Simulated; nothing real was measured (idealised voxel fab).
Process module under the name voxel transistor to metal
155 nm wide, 5 nm square cells: that's cross-section cut.
Notation: cross-section as square-cell grid; stated in bands, top first, going down; one or more cell rows per band.
Band: top height; bottom height; in nm. Then, left to right: material with width in nm, for each material. "everywhere": a single material spanning edge to edge. "air": empty space.
Heights are reckoned from 0. Under this level, the received wafer is all of one material. The bottommost band is open-ended downward, for example "0..down".
Quick explanation for "30..40": the width changes in equal steps down the rows of cells, from the first number in the band's top row to the second number in its bottom row.
"remains unaltered" for a step: no cell of the cross-section changed in that step.
Each empty space that has no open way to the top and spans at least 8 cells appears under "Completely enclosed voids" as width x height at distance, the distance counted from the left edge, all in nm.
Whatever follows a step's settings on its line is a remark the simulator itself makes about that step.
On any step carrying a mask, the "overlay nm" setting, if present on the step's line, tells how far right of its planned place the mask lay; negative values point to the left.
Read each pair as before and after one process step. The after cross-section shows only down to the lowest band that changed. The step between them and its settings are given below the pair. Pairs can come from different runs of this module on the same starting wafer. A pair continues from the pair above only where its "Pre-step profile" entry says so.

[Pre-step profile]
> 95..80: resist (35) / air (20) / resist (45) / air (20) / resist (35)
> 80..55: SiO2 everywhere
> 55..50: SiCN everywhere
> 50..35: SiO2 (35) / TiN (5) / W (10) / TiN (5) / SiO2 (45) / TiN (5) / W (10) / TiN (5) / SiO2 (35)
> 35..20: SiO2 (35) / TiN (5) / W (10) / TiN (5) / SiO2 (15) / SiCN (15) / SiO2 (15) / TiN (5) / W (10) / TiN (5) / SiO2 (35)
> 20..5: SiO2 (35) / TiN (5) / W (10) / TiN (5) / SiO2 (15) / polySi (15) / SiO2 (15) / TiN (5) / W (10) / TiN (5) / SiO2 (35)
> 5..0: SiO2 (35) / TiN (20) / SiO2 (15) / polySi (15) / SiO2 (15) / TiN (20) / SiO2 (35)
> 0..-5: SiO2 (70) / polySi (15) / SiO2 (70)
> -5..-10: SiO2 everywhere
> -10..-45: SiO2 (30) / Si (95) / SiO2 (30)
> -45..down: Si everywhere
> Completely enclosed voids: none

[Resulting Cross-Section]
> 95..80: resist (35) / air (20) / resist (45) / air (20) / resist (35)
> 80..55: SiO2 (35) / air (20) / SiO2 (45) / air (20) / SiO2 (35)
> Everything under 55 stays put, no change at all.
> Completely enclosed voids: none
The process step bridging the two cross-sections above: DIRECTIONAL_ETCH with etch materials SiO2, depth nm 25

Pre-step profile: per the after cross-section of the pair just above.

[Resulting Cross-Section]
> 95..80: resist (35) / air (20) / resist (45) / air (20) / resist (35)
> 80..55: SiO2 (35) / air (20) / SiO2 (45) / air (20) / SiO2 (35)
> 55..50: SiCN (35) / air (20) / SiCN (45) / air (20) / SiCN (35)
> Everything under 50 stays put, no change at all.
> Completely enclosed voids: none
The process step bridging the two cross-sections above: DIRECTIONAL_ETCH with etch materials SiCN, depth nm 5

Pre-step profile: per the after cross-section of the pair just above.

[Resulting Cross-Section]
> 80..55: SiO2 (35) / air (20) / SiO2 (45) / air (20) / SiO2 (35)
> Everything under 55 stays put, no change at all.
> Completely enclosed voids: none
The process step bridging the two cross-sections above: STRIP with etch materials resist

Pre-step profile: per the after cross-section of the pair just above.

[Resulting Cross-Section]
> 85..80: TiN (40) / air (10) / TiN (55) / air (10) / TiN (40)
> 80..55: SiO2 (35) / TiN (5) / air (10) / TiN (5) / SiO2 (45) / TiN (5) / air (10) / TiN (5) / SiO2 (35)
> 55..50: SiCN (35) / TiN (20) / SiCN (45) / TiN (20) / SiCN (35)
> Everything under 50 stays put, no change at all.
> Completely enclosed voids: none
The process step bridging the two cross-sections above: CONFORMAL_DEP with material TiN, thk nm 5

Pre-step profile: per the after cross-section of the pair just above.

[Resulting Cross-Section]
> 90..85: W everywhere
> 85..80: TiN (40) / W (10) / TiN (55) / W (10) / TiN (40)
> 80..55: SiO2 (35) / TiN (5) / W (10) / TiN (5) / SiO2 (45) / TiN (5) / W (10) / TiN (5) / SiO2 (35)
> Everything under 55 stays put, no change at all.
> Completely enclosed voids: none
The process step bridging the two cross-sections above: FILL_DEP with material W, thk nm 5

Pre-step profile: per the after cross-section of the pair just above.

[Resulting Cross-Section]
> 80..55: SiO2 (35) / TiN (5) / W (10) / TiN (5) / SiO2 (45) / TiN (5) / W (10) / TiN (5) / SiO2 (35)
> Everything under 55 stays put, no change at all.
> Completely enclosed voids: none
The process step bridging the two cross-sections above: CMP with height nm 80

Pre-step profile: per the after cross-section of the pair just above.

[Resulting Cross-Section]
> 85..80: air (30) / Ru (30) / air (35) / Ru (30) / air (30)
> Everything under 80 stays put, no change at all.
> Completely enclosed voids: none
The process step bridging the two cross-sections above: EPI with material Ru, thk nm 5

Pre-step profile: per the after cross-section of the pair just above.

[Resulting Cross-Section]
> 90..85: SiCN everywhere
> 85..80: SiCN (30) / Ru (30) / SiCN (35) / Ru (30) / SiCN (30)
> Everything under 80 stays put, no change at all.
> Completely enclosed voids: none
The process step bridging the two cross-sections above: FILL_DEP with material SiCN, thk nm 5

[Pre-step profile]
> 50..45: aC (20) / air (115) / aC (20)
> 45..40: aC everywhere
> 40..35: SiCN (20) / aC (115) / SiCN (20)
> 35..25: SiCN everywhere
> 25..20: polySi (20) / SiCN (115) / polySi (20)
> 20..0: polySi everywhere
> 0..-5: SiO2 (20) / polySi (115) / SiO2 (20)
> -5..-10: SiO2 everywhere
> -10..-45: SiO2 (30) / Si (95) / SiO2 (30)
> -45..down: Si everywhere
> Completely enclosed voids: none

[Resulting Cross-Section]
> 75..50: resist (70) / air (15) / resist (70)
> 50..45: aC (20) / resist (50) / air (15) / resist (50) / aC (20)
> Everything under 45 stays put, no change at all.
> Completely enclosed voids: none
The process step bridging the two cross-sections above: PATTERN with tone open, mask id GATE, material resist, width nm 15, thk nm 25, overlay nm 0

Pre-step profile: per the after cross-section of the pair just above.

[Resulting Cross-Section]
> 65..50: resist (70) / air (15) / resist (70)
> 50..45: aC (20) / resist (50) / air (15) / resist (50) / aC (20)
> 45..40: aC (70) / air (15) / aC (70)
> 40..35: SiCN (20) / aC (50) / air (15) / aC (50) / SiCN (20)
> Everything under 35 stays put, no change at all.
> Completely enclosed voids: none
The process step bridging the two cross-sections above: DIRECTIONAL_ETCH with etch materials aC, depth nm 10

Pre-step profile: per the after cross-section of the pair just above.

[Resulting Cross-Section]
> 50..40: aC (20..70) / air (115..15) / aC (20..70)
> Everything under 40 stays put, no change at all.
> Completely enclosed voids: none
The process step bridging the two cross-sections above: STRIP with etch materials resist

Pre-step profile: per the after cross-section of the pair just above.

[Resulting Cross-Section]
> 50..40: aC (20..70) / air (115..15) / aC (20..70)
> 40..35: SiCN (20) / aC (50) / air (15) / aC (50) / SiCN (20)
> 35..25: SiCN (70) / air (15) / SiCN (70)
> 25..20: polySi (20) / SiCN (50) / air (15) / SiCN (50) / polySi (20)
> Everything under 20 stays put, no change at all.
> Completely enclosed voids: none
The process step bridging the two cross-sections above: DIRECTIONAL_ETCH with etch materials SiCN, depth nm 25

Pre-step profile: per the after cross-section of the pair just above.

[Resulting Cross-Section]
> 50..40: aC (20..70) / air (115..15) / aC (20..70)
> 40..35: SiCN (20) / aC (50) / air (15) / aC (50) / SiCN (20)
> 35..25: SiCN (70) / air (15) / SiCN (70)
> 25..20: polySi (20) / SiCN (50) / air (15) / SiCN (50) / polySi (20)
> 20..0: polySi (70) / air (15) / polySi (70)
> 0..-5: SiO2 (20) / polySi (50) / air (15) / polySi (50) / SiO2 (20)
> Everything under -5 stays put, no change at all.
> Completely enclosed voids: none
The process step bridging the two cross-sections above: DIRECTIONAL_ETCH with etch materials polySi, depth nm 35

Pre-step profile: per the after cross-section of the pair just above.

[Resulting Cross-Section]
> 40..35: SiCN (20) / air (115) / SiCN (20)
> Everything under 35 stays put, no change at all.
> Completely enclosed voids: none
The process step bridging the two cross-sections above: STRIP with etch materials aC

Pre-step profile: per the after cross-section of the pair just above.

[Resulting Cross-Section]
> 45..40: SiO2 (25) / air (105) / SiO2 (25)
> 40..35: SiCN (20) / SiO2 (55) / air (5) / SiO2 (55) / SiCN (20)
> 35..25: SiCN (70) / SiO2 (5) / air (5) / SiO2 (5) / SiCN (70)
> 25..20: polySi (20) / SiCN (50) / SiO2 (5) / air (5) / SiO2 (5) / SiCN (50) / polySi (20)
> 20..0: polySi (70) / SiO2 (5) / air (5) / SiO2 (5) / polySi (70)
> 0..-5: SiO2 (20) / polySi (50) / SiO2 (15) / polySi (50) / SiO2 (20)
> Everything under -5 stays put, no change at all.
> Completely enclosed voids: none
The process step bridging the two cross-sections above: CONFORMAL_DEP with material SiO2, thk nm 5

Pre-step profile: per the after cross-section of the pair just above.

[Resulting Cross-Section]
> 40..35: SiCN (20) / SiO2 (5) / air (105) / SiO2 (5) / SiCN (20)
> 35..25: SiCN (70) / SiO2 (5) / air (5) / SiO2 (5) / SiCN (70)
> 25..20: polySi (20) / SiCN (50) / SiO2 (5) / air (5) / SiO2 (5) / SiCN (50) / polySi (20)
> 20..0: polySi (70) / SiO2 (5) / air (5) / SiO2 (5) / polySi (70)
> 0..-5: SiO2 (20) / polySi (50) / SiO2 (5) / air (5) / SiO2 (5) / polySi (50) / SiO2 (20)
> Everything under -5 stays put, no change at all.
> Completely enclosed voids: none
The process step bridging the two cross-sections above: DIRECTIONAL_ETCH with etch materials SiO2, depth nm 5

Pre-step profile: per the after cross-section of the pair just above.

[Resulting Cross-Section]
> 50..45: SiN (35) / air (85) / SiN (35)
> 45..40: SiN everywhere
> 40..35: SiCN (20) / SiO2 (5) / SiN (105) / SiO2 (5) / SiCN (20)
> 35..25: SiCN (70) / SiO2 (5) / SiN (5) / SiO2 (5) / SiCN (70)
> 25..20: polySi (20) / SiCN (50) / SiO2 (5) / SiN (5) / SiO2 (5) / SiCN (50) / polySi (20)
> 20..0: polySi (70) / SiO2 (5) / SiN (5) / SiO2 (5) / polySi (70)
> 0..-5: SiO2 (20) / polySi (50) / SiO2 (5) / SiN (5) / SiO2 (5) / polySi (50) / SiO2 (20)
> Everything under -5 stays put, no change at all.
> Completely enclosed voids: none
The process step bridging the two cross-sections above: CONFORMAL_DEP with material SiN, thk nm 10

Pre-step profile: per the after cross-section of the pair just above.

[Resulting Cross-Section]
> 40..35: SiCN (20) / SiO2 (5) / SiN (10) / air (85) / SiN (10) / SiO2 (5) / SiCN (20)
> Everything under 35 stays put, no change at all.
> Completely enclosed voids: none
The process step bridging the two cross-sections above: DIRECTIONAL_ETCH with etch materials SiN, depth nm 10

Pre-step profile: per the after cross-section of the pair just above.

[Resulting Cross-Section]
> 40..35: SiCN (20) / air (5) / SiN (10) / air (85) / SiN (10) / air (5) / SiCN (20)
> 35..30: SiCN (70) / air (5) / SiN (5) / air (5) / SiCN (70)
> Everything under 30 stays put, no change at all.
> Completely enclosed voids: none
The process step bridging the two cross-sections above: DIRECTIONAL_ETCH with etch materials SiO2, depth nm 5

Pre-step profile: per the after cross-section of the pair just above.

[Resulting Cross-Section]
> 45..40: SiO2 everywhere
> 40..35: SiCN (20) / SiO2 (5) / SiN (10) / SiO2 (85) / SiN (10) / SiO2 (5) / SiCN (20)
> 35..25: SiCN (70) / SiO2 (5) / SiN (5) / SiO2 (5) / SiCN (70)
> Everything under 25 stays put, no change at all.
> Completely enclosed voids: none
The process step bridging the two cross-sections above: FILL_DEP with material SiO2, thk nm 5

Pre-step profile: per the after cross-section of the pair just above.

[Resulting Cross-Section]
> 35..25: SiCN (70) / SiO2 (5) / SiN (5) / SiO2 (5) / SiCN (70)
> Everything under 25 stays put, no change at all.
> Completely enclosed voids: none
The process step bridging the two cross-sections above: CMP with height nm 35

Pre-step profile: per the after cross-section of the pair just above.

[Resulting Cross-Section]
> 50..35: SiO2 everywhere
> Everything under 35 stays put, no change at all.
> Completely enclosed voids: none
The process step bridging the two cross-sections above: DIRECTIONAL_DEP with material SiO2, thk nm 15

Pre-step profile: per the after cross-section of the pair just above.

[Resulting Cross-Section]
> 70..50: resist (35) / air (20) / resist (45) / air (20) / resist (35)
> Everything under 50 stays put, no change at all.
> Completely enclosed voids: none
The process step bridging the two cross-sections above: PATTERN with tone open, mask id CONTACT, material resist, width nm 20, pitch nm 65, thk nm 20, overlay nm 0

Pre-step profile: per the after cross-section of the pair just above.

[Resulting Cross-Section]
> 70..50: resist (35) / air (20) / resist (45) / air (20) / resist (35)
> 50..35: SiO2 (35) / air (20) / SiO2 (45) / air (20) / SiO2 (35)
> Everything under 35 stays put, no change at all.
> Completely enclosed voids: none
The process step bridging the two cross-sections above: DIRECTIONAL_ETCH with etch materials SiO2, depth nm 50

Pre-step profile: per the after cross-section of the pair just above.

[Resulting Cross-Section]
> 50..35: SiO2 (35) / air (20) / SiO2 (45) / air (20) / SiO2 (35)
> Everything under 35 stays put, no change at all.
> Completely enclosed voids: none
The process step bridging the two cross-sections above: STRIP with etch materials resist

Pre-step profile: per the after cross-section of the pair just above.

[Resulting Cross-Section]
> 55..50: TiN (40) / air (10) / TiN (55) / air (10) / TiN (40)
> 50..40: SiO2 (35) / TiN (5) / air (10) / TiN (5) / SiO2 (45) / TiN (5) / air (10) / TiN (5) / SiO2 (35)
> 40..35: SiO2 (35) / TiN (20) / SiO2 (45) / TiN (20) / SiO2 (35)
> Everything under 35 stays put, no change at all.
> Completely enclosed voids: none
The process step bridging the two cross-sections above: CONFORMAL_DEP with material TiN, thk nm 5

Pre-step profile: per the after cross-section of the pair just above.

[Resulting Cross-Section]
> 60..55: W everywhere
> 55..50: TiN (40) / W (10) / TiN (55) / W (10) / TiN (40)
> 50..40: SiO2 (35) / TiN (5) / W (10) / TiN (5) / SiO2 (45) / TiN (5) / W (10) / TiN (5) / SiO2 (35)
> Everything under 40 stays put, no change at all.
> Completely enclosed voids: none
The process step bridging the two cross-sections above: FILL_DEP with material W, thk nm 5

Pre-step profile: per the after cross-section of the pair just above.

[Resulting Cross-Section]
> 50..40: SiO2 (35) / TiN (5) / W (10) / TiN (5) / SiO2 (45) / TiN (5) / W (10) / TiN (5) / SiO2 (35)
> Everything under 40 stays put, no change at all.
> Completely enclosed voids: none
The process step bridging the two cross-sections above: CMP with height nm 50

Pre-step profile: per the after cross-section of the pair just above.

[Resulting Cross-Section]
> 55..50: SiCN everywhere
> Everything under 50 stays put, no change at all.
> Completely enclosed voids: none
The process step bridging the two cross-sections above: CONFORMAL_DEP with material SiCN, thk nm 5

Pre-step profile: per the after cross-section of the pair just above.

[Resulting Cross-Section]
> 80..55: SiO2 everywhere
> Everything under 55 stays put, no change at all.
> Completely enclosed voids: none
The process step bridging the two cross-sections above: DIRECTIONAL_DEP with material SiO2, thk nm 25

Pre-step profile: per the after cross-section of the pair just above.

[Resulting Cross-Section]
> 95..80: resist (35) / air (20) / resist (45) / air (20) / resist (35)
> Everything under 80 stays put, no change at all.
> Completely enclosed voids: none
The process step bridging the two cross-sections above: PATTERN with tone open, mask id METAL_1, material resist, width nm 20, pitch nm 65, thk nm 15, overlay nm 0

Pre-step profile: per the after cross-section of the pair just above.

[Resulting Cross-Section]
> 95..80: resist (35) / air (20) / resist (45) / air (20) / resist (35)
> 80..55: SiO2 (35) / air (20) / SiO2 (45) / air (20) / SiO2 (35)
> Everything under 55 stays put, no change at all.
> Completely enclosed voids: none
The process step bridging the two cross-sections above: DIRECTIONAL_ETCH with etch materials SiO2, depth nm 25

Pre-step profile: per the after cross-section of the pair just above.

[Resulting Cross-Section]
> 95..80: resist (35) / air (20) / resist (45) / air (20) / resist (35)
> 80..55: SiO2 (35) / air (20) / SiO2 (45) / air (20) / SiO2 (35)
> 55..50: SiCN (35) / air (20) / SiCN (45) / air (20) / SiCN (35)
> Everything under 50 stays put, no change at all.
> Completely enclosed voids: none
The process step bridging the two cross-sections above: DIRECTIONAL_ETCH with etch materials SiCN, depth nm 5

Pre-step profile: per the after cross-section of the pair just above.

[Resulting Cross-Section]
> 80..55: SiO2 (35) / air (20) / SiO2 (45) / air (20) / SiO2 (35)
> Everything under 55 stays put, no change at all.
> Completely enclosed voids: none
The process step bridging the two cross-sections above: STRIP with etch materials resist

Pre-step profile: per the after cross-section of the pair just above.

[Resulting Cross-Section]
> 85..80: TiN (40) / air (10) / TiN (55) / air (10) / TiN (40)
> 80..55: SiO2 (35) / TiN (5) / air (10) / TiN (5) / SiO2 (45) / TiN (5) / air (10) / TiN (5) / SiO2 (35)
> 55..50: SiCN (35) / TiN (20) / SiCN (45) / TiN (20) / SiCN (35)
> Everything under 50 stays put, no change at all.
> Completely enclosed voids: none
The process step bridging the two cross-sections above: CONFORMAL_DEP with material TiN, thk nm 5

Pre-step profile: per the after cross-section of the pair just above.

[Resulting Cross-Section]
> 90..85: W everywhere
> 85..80: TiN (40) / W (10) / TiN (55) / W (10) / TiN (40)
> 80..55: SiO2 (35) / TiN (5) / W (10) / TiN (5) / SiO2 (45) / TiN (5) / W (10) / TiN (5) / SiO2 (35)
> Everything under 55 stays put, no change at all.
> Completely enclosed voids: none
The process step bridging the two cross-sections above: FILL_DEP with material W, thk nm 5

Pre-step profile: per the after cross-section of the pair just above.

[Resulting Cross-Section]
> 80..55: SiO2 (35) / TiN (5) / W (10) / TiN (5) / SiO2 (45) / TiN (5) / W (10) / TiN (5) / SiO2 (35)
> Everything under 55 stays put, no change at all.
> Completely enclosed voids: none
The process step bridging the two cross-sections above: CMP with height nm 80

Pre-step profile: per the after cross-section of the pair just above.

[Resulting Cross-Section]
> 85..80: air (30) / Ru (30) / air (35) / Ru (30) / air (30)
> Everything under 80 stays put, no change at all.
> Completely enclosed voids: none
The process step bridging the two cross-sections above: EPI with material Ru, thk nm 5

Pre-step profile: per the after cross-section of the pair just above.

[Resulting Cross-Section]
> 90..85: SiCN everywhere
> 85..80: SiCN (30) / Ru (30) / SiCN (35) / Ru (30) / SiCN (30)
> Everything under 80 stays put, no change at all.
> Completely enclosed voids: none
The process step bridging the two cross-sections above: FILL_DEP with material SiCN, thk nm 5
